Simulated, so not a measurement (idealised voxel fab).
Process module under the name voxel ribs on slabs
The figure presents cross-section cut, which has a width of 170 nm and is divided into square cells with an edge length of 5 nm.
When this document writes out a cross-section, it uses a grid of square cells and lists it as bands, beginning at the top and moving down, with a band standing for one or more rows of cells.
For a band, the entry starts with two heights in nm, that of the top and then that of the bottom, and carries on with the band's materials in order from left to right, each alongside its width in nm; the word "edge to edge" beside a single material means it fills the band edge to edge, and "empty" means empty space.
Note: height 0 marks the level under which the wafer is uniformly one material as received. Lowest band unbounded below, written "0 and below".
It should be noted that a width expressed as "30->40" varies in equal increments from row to row of cells within the band, taking the value of the first number at the top row and that of the second number at the bottom row.
Step marked "no alteration"? Then no cell in the cross-section changed in it.
Each empty space that has no open way to the top and spans at least 8 cells appears under "Voids, sealed" as width x height at distance, the distance counted from the left edge, all in nm.
Note: text after step settings on the step line = simulator remark on that step.
The line of a step may include "overlay nm". On a step with a mask, this value is how far to the right of its planned place the mask lay. A negative value means the mask lay to the left.

So here's the lineup of process steps we planned
1 RECEIVE (material Si)
2 DIRECTIONAL_DEP (material SiO2; thk nm 30)
3 DIRECTIONAL_DEP (material polySi; thk nm 25)
4 MASKED_ETCH (tone cover; mask id RIB; width nm 30; etch materials polySi; depth nm 15; overlay nm 0)
5 DIRECTIONAL_DEP (material aC; thk nm 10)
6 PATTERN (tone cover; mask id SLAB; material resist; width nm 80; thk nm 25; overlay nm 0)
7 DIRECTIONAL_ETCH (etch materials aC; depth nm 10)
8 STRIP (etch materials resist)
9 DIRECTIONAL_ETCH (etch materials polySi; depth nm 10)
10 STRIP (etch materials aC)
11 FILL_DEP (material SiO2; thk nm 15)
12 CMP (height nm 65)
13 DIRECTIONAL_DEP (material TiN; thk nm 10)
14 PATTERN (tone cover; mask id HEATER; material resist; width nm 40; thk nm 15; overlay nm 0)
15 DIRECTIONAL_ETCH (etch materials TiN; depth nm 10)
16 STRIP (etch materials resist)
17 CONFORMAL_DEP (material SiO2; thk nm 10)

First of the two wafers, run per plan

This is the cross-section of the wafer as we received it, i.e. after step 1
* 0 and below | Si edge to edge
* Voids, sealed: none

Upon completion of step 2, the wafer appears in cross-section as shown
* 30 down to 0 | SiO2 edge to edge
* Nothing below the height 0 has changed.

Upon completion of step 3, the wafer appears in cross-section as shown
* 55 down to 30 | polySi edge to edge
* Nothing below the height 30 has changed.

Upon completion of step 4, the wafer appears in cross-section as shown
* 55 down to 40 | empty: 70; polySi: 30; empty: 70
* Nothing below the height 40 has changed.

Upon completion of step 5, the wafer appears in cross-section as shown
* 65 down to 55 | empty: 70; aC: 30; empty: 70
* 55 down to 50 | empty: 70; polySi: 30; empty: 70
* 50 down to 40 | aC: 70; polySi: 30; aC: 70
* Nothing below the height 40 has changed.

Upon completion of step 6, the wafer appears in cross-section as shown
* 90 down to 65 | empty: 45; resist: 80; empty: 45
* 65 down to 55 | empty: 45; resist: 25; aC: 30; resist: 25; empty: 45
* 55 down to 50 | empty: 45; resist: 25; polySi: 30; resist: 25; empty: 45
* Nothing below the height 50 has changed.

Upon completion of step 7, the wafer appears in cross-section as shown
* 80 down to 65 | empty: 45; resist: 80; empty: 45
* 65 down to 55 | empty: 45; resist: 25; aC: 30; resist: 25; empty: 45
* 55 down to 50 | empty: 45; resist: 25; polySi: 30; resist: 25; empty: 45
* 50 down to 40 | empty: 45; aC: 25; polySi: 30; aC: 25; empty: 45
* Nothing below the height 40 has changed.

Upon completion of step 8, the wafer appears in cross-section as shown
* 65 down to 55 | empty: 70; aC: 30; empty: 70
* 55 down to 50 | empty: 70; polySi: 30; empty: 70
* Nothing below the height 50 has changed.

Upon completion of step 9, the wafer appears in cross-section as shown
* 65 down to 55 | empty: 70; aC: 30; empty: 70
* 55 down to 50 | empty: 70; polySi: 30; empty: 70
* 50 down to 40 | empty: 45; aC: 25; polySi: 30; aC: 25; empty: 45
* 40 down to 30 | empty: 45; polySi: 80; empty: 45
* Nothing below the height 30 has changed.

Upon completion of step 10, the wafer appears in cross-section as shown
* 55 down to 40 | empty: 70; polySi: 30; empty: 70
* Nothing below the height 40 has changed.

Upon completion of step 11, the wafer appears in cross-section as shown
* 70 down to 55 | SiO2 edge to edge
* 55 down to 40 | SiO2: 70; polySi: 30; SiO2: 70
* 40 down to 30 | SiO2: 45; polySi: 80; SiO2: 45
* Nothing below the height 30 has changed.

Upon completion of step 12, the wafer appears in cross-section as shown
* 65 down to 55 | SiO2 edge to edge
* Nothing below the height 55 has changed.

Upon completion of step 13, the wafer appears in cross-section as shown
* 75 down to 65 | TiN edge to edge
* Nothing below the height 65 has changed.

Upon completion of step 14, the wafer appears in cross-section as shown
* 90 down to 75 | empty: 65; resist: 40; empty: 65
* Nothing below the height 75 has changed.

Upon completion of step 15, the wafer appears in cross-section as shown
* 90 down to 75 | empty: 65; resist: 40; empty: 65
* 75 down to 65 | empty: 65; TiN: 40; empty: 65
* Nothing below the height 65 has changed.

Upon completion of step 16, the wafer appears in cross-section as shown
* 75 down to 65 | empty: 65; TiN: 40; empty: 65
* Nothing below the height 65 has changed.

Upon completion of step 17, the wafer appears in cross-section as shown
* 85 down to 75 | empty: 55; SiO2: 60; empty: 55
* 75 down to 65 | SiO2: 65; TiN: 40; SiO2: 65
* Nothing below the height 65 has changed.

Okay, second wafer. Nothing different at the start, nothing different in the plan, just one mistake somewhere in the running. As far as step 16, counting that step, it's the first wafer all over again

Second wafer shown in cross-section at the time step 17 was slated to end
* 90 down to 80 | empty: 50; SiO2: 70; empty: 50
* 80 down to 75 | SiO2 edge to edge
* 75 down to 65 | SiO2: 65; TiN: 40; SiO2: 65
* Nothing below the height 65 has changed.
In executing the process, a mistake was made relative to the plan: off-plan run, step 17, actual operation and settings CONFORMAL_DEP (material SiO2; thk nm 15)
Count the cells at the end and the second wafer has more or fewer of some materials than the first: SiO2: 38 more
